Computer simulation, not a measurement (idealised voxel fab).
process module | voxel transistor to metal
cross-section cut | 290 nm wide | cells 5 nm
A cross-section is a grid of square cells, given in bands from the top down. A band is one or more rows of cells.
Each band's line starts with the height of the band's top and of its bottom, in nm. Then come its materials from left to right, each with its width in nm. One material with "throughout" fills the band from edge to edge. "air" is empty space.
Height 0 is the level under which the wafer as received is all one material. The lowest band goes on downwards, as in "0 down".
A width such as "30 to 40" changes by the same amount from each row of cells to the next, from the band's top row to its bottom row.
"no change" after a step means that no cell of the cross-section changed.
closed voids: empty space of 8 cells or more with no open way to the top, each as width x height at its distance from the left edge, in nm
after a step's settings: what the simulator itself notes on the step
overlay nm, on a step with a mask: how far to the right of its planned place the mask lay; to the left if negative
plan
1 op RECEIVE | material Si
2 op OXIDIZE | depth nm 5
3 op CONFORMAL_DEP | material SiN | thk nm 10
4 op PATTERN | tone cover | mask id ACTIVE | material resist | width nm 95 | pitch nm 115 | thk nm 20 | overlay nm 0
5 op DIRECTIONAL_ETCH | etch materials SiN | depth nm 10
6 op DIRECTIONAL_ETCH | etch materials SiO2 | depth nm 5
7 op DIRECTIONAL_ETCH | etch materials Si | depth nm 35
8 op STRIP | etch materials resist
9 op FILL_DEP | material SiO2 | thk nm 10
10 op CMP | height nm 10
11 op SELECTIVE_ETCH | etch materials SiO2 | depth nm 10
12 op STRIP | etch materials SiN
13 op SELECTIVE_ETCH | etch materials SiO2 | depth nm 5
14 op OXIDIZE | depth nm 5
15 op DIRECTIONAL_DEP | material polySi | thk nm 30
16 op DIRECTIONAL_DEP | material SiCN | thk nm 10
17 op DIRECTIONAL_DEP | material aC | thk nm 15
18 op PATTERN | tone cover | mask id GATE | material resist | width nm 25 | pitch nm 115 | thk nm 35 | overlay nm 0
19 op DIRECTIONAL_ETCH | etch materials aC | depth nm 15
20 op STRIP | etch materials resist
21 op DIRECTIONAL_ETCH | etch materials SiCN | depth nm 20
22 op DIRECTIONAL_ETCH | etch materials polySi | depth nm 40
23 op STRIP | etch materials aC
24 op CONFORMAL_DEP | material SiO2 | thk nm 5
25 op DIRECTIONAL_ETCH | etch materials SiO2 | depth nm 5
26 op CONFORMAL_DEP | material SiN | thk nm 10
27 op DIRECTIONAL_ETCH | etch materials SiN | depth nm 10
28 op DIRECTIONAL_ETCH | etch materials SiO2 | depth nm 5
29 op DIRECTIONAL_ETCH | etch materials Si | depth nm 15
30 op EPI | material nSi | thk nm 20
31 op FILL_DEP | material SiO2 | thk nm 10
32 op CMP | height nm 25
33 op STRIP | etch materials polySi
34 op SELECTIVE_ETCH | etch materials SiO2 | depth nm 5
35 op CONFORMAL_DEP | material HfO2 | thk nm 5
36 op CONFORMAL_DEP | material TiN | thk nm 5
37 op FILL_DEP | material W | thk nm 5
38 op CMP | height nm 20
39 op DIRECTIONAL_DEP | material SiO2 | thk nm 10
40 op PATTERN | tone open | mask id CONTACT | material resist | width nm 15 | thk nm 15 | overlay nm 0
41 op DIRECTIONAL_ETCH | etch materials SiO2 | depth nm 20
42 op STRIP | etch materials resist
43 op CONFORMAL_DEP | material TiN | thk nm 5
44 op FILL_DEP | material W | thk nm 5
45 op CMP | height nm 30
46 op CONFORMAL_DEP | material SiN | thk nm 5
47 op DIRECTIONAL_DEP | material lowk | thk nm 20
48 op MASKED_ETCH | tone open | mask id METAL_1 | width nm 15 | etch materials lowk | depth nm 20 | overlay nm 0
49 op MASKED_ETCH | tone open | mask id METAL_1 | width nm 15 | etch materials SiN | depth nm 5 | overlay nm 0
50 op CONFORMAL_DEP | material TiN | thk nm 5
51 op FILL_DEP | material Ru | thk nm 10
52 op CMP | height nm 55
53 op CONFORMAL_DEP | material SiCN | thk nm 5
54 op DIRECTIONAL_DEP | material lowk | thk nm 25
55 op PATTERN | tone open | mask id METAL_2 | material resist | width nm 15 | pitch nm 115 | thk nm 15 | overlay nm 0
56 op DIRECTIONAL_ETCH | etch materials lowk | depth nm 15
57 op STRIP | etch materials resist
58 op DIRECTIONAL_DEP | material aC | thk nm 15
59 op PATTERN | tone open | mask id METAL_2_HOLES | material resist | width nm 15 | pitch nm 115 | thk nm 30 | overlay nm 0
60 op DIRECTIONAL_ETCH | etch materials aC | depth nm 15
61 op STRIP | etch materials resist
62 op DIRECTIONAL_ETCH | etch materials lowk | depth nm 10
63 op DIRECTIONAL_ETCH | etch materials SiCN | depth nm 5
64 op STRIP | etch materials aC
65 op CONFORMAL_DEP | material TiN | thk nm 5
66 op FILL_DEP | material Ru | thk nm 5
67 op CMP | height nm 85
68 op CONFORMAL_DEP | material SiCN | thk nm 5
as received, after step 1
  0 down: Si throughout
  closed voids: none
a wafer at the end: this start, this plan, one mistake
  90 to 85: SiCN throughout
  85 to 60: lowk 45 | TiN 5 | Ru 5 | TiN 5 | lowk 100 | TiN 5 | Ru 5 | TiN 5 | lowk 115
  60 to 55: SiCN 45 | TiN 15 | SiCN 100 | TiN 15 | SiCN 115
  55 to 40: Ru 40 | TiN 5 | lowk 15 | TiN 5 | Ru 45 | TiN 5 | lowk 15 | TiN 5 | Ru 20 | TiN 5 | lowk 15 | TiN 5 | Ru 45 | TiN 5 | lowk 15 | TiN 5 | Ru 40
  40 to 35: TiN 45 | lowk 15 | TiN 55 | lowk 15 | TiN 30 | lowk 15 | TiN 55 | lowk 15 | TiN 45
  35 to 30: SiN throughout
  30 to 20: SiO2 45 | TiN 5 | W 5 | TiN 5 | SiO2 55 | TiN 5 | W 5 | TiN 5 | SiO2 30 | TiN 5 | W 5 | TiN 5 | SiO2 55 | TiN 5 | W 5 | TiN 5 | SiO2 45
  20 to 15: SiO2 45 | TiN 5 | W 5 | TiN 5 | SiN 10 | HfO2 5 | TiN 5 | W 15 | TiN 5 | HfO2 5 | SiN 10 | TiN 5 | W 5 | TiN 5 | SiO2 30 | TiN 5 | W 5 | TiN 5 | SiN 10 | HfO2 5 | TiN 5 | W 15 | TiN 5 | HfO2 5 | SiN 10 | TiN 5 | W 5 | TiN 5 | SiO2 45
  15 to 10: SiO2 45 | TiN 15 | SiN 10 | HfO2 5 | TiN 5 | W 15 | TiN 5 | HfO2 5 | SiN 10 | TiN 15 | SiO2 30 | TiN 15 | SiN 10 | HfO2 5 | TiN 5 | W 15 | TiN 5 | HfO2 5 | SiN 10 | TiN 15 | SiO2 45
  10 to 0: SiO2 40 | nSi 20 | SiN 10 | HfO2 5 | TiN 5 | W 15 | TiN 5 | HfO2 5 | SiN 10 | nSi 20 | SiO2 20 | nSi 20 | SiN 10 | HfO2 5 | TiN 5 | W 15 | TiN 5 | HfO2 5 | SiN 10 | nSi 20 | SiO2 40
  0 to -5: SiO2 40 | nSi 20 | SiN 10 | HfO2 5 | TiN 25 | HfO2 5 | SiN 10 | nSi 20 | SiO2 20 | nSi 20 | SiN 10 | HfO2 5 | TiN 25 | HfO2 5 | SiN 10 | nSi 20 | SiO2 40
  -5 to -10: SiO2 35 | nSi 25 | SiO2 10 | HfO2 35 | SiO2 10 | nSi 25 | SiO2 10 | nSi 25 | SiO2 10 | HfO2 35 | SiO2 10 | nSi 25 | SiO2 35
  -10 to -25: SiO2 40 | nSi 20 | Si 55 | nSi 20 | SiO2 20 | nSi 20 | Si 55 | nSi 20 | SiO2 40
  -25 to -40: SiO2 40 | Si 95 | SiO2 20 | Si 95 | SiO2 40
  -40 down: Si throughout
  closed voids: none
what went wrong: step 48 ran as: op MASKED_ETCH | tone cover | mask id METAL_1 | width nm 15 | etch materials lowk | depth nm 20 | overlay nm 0
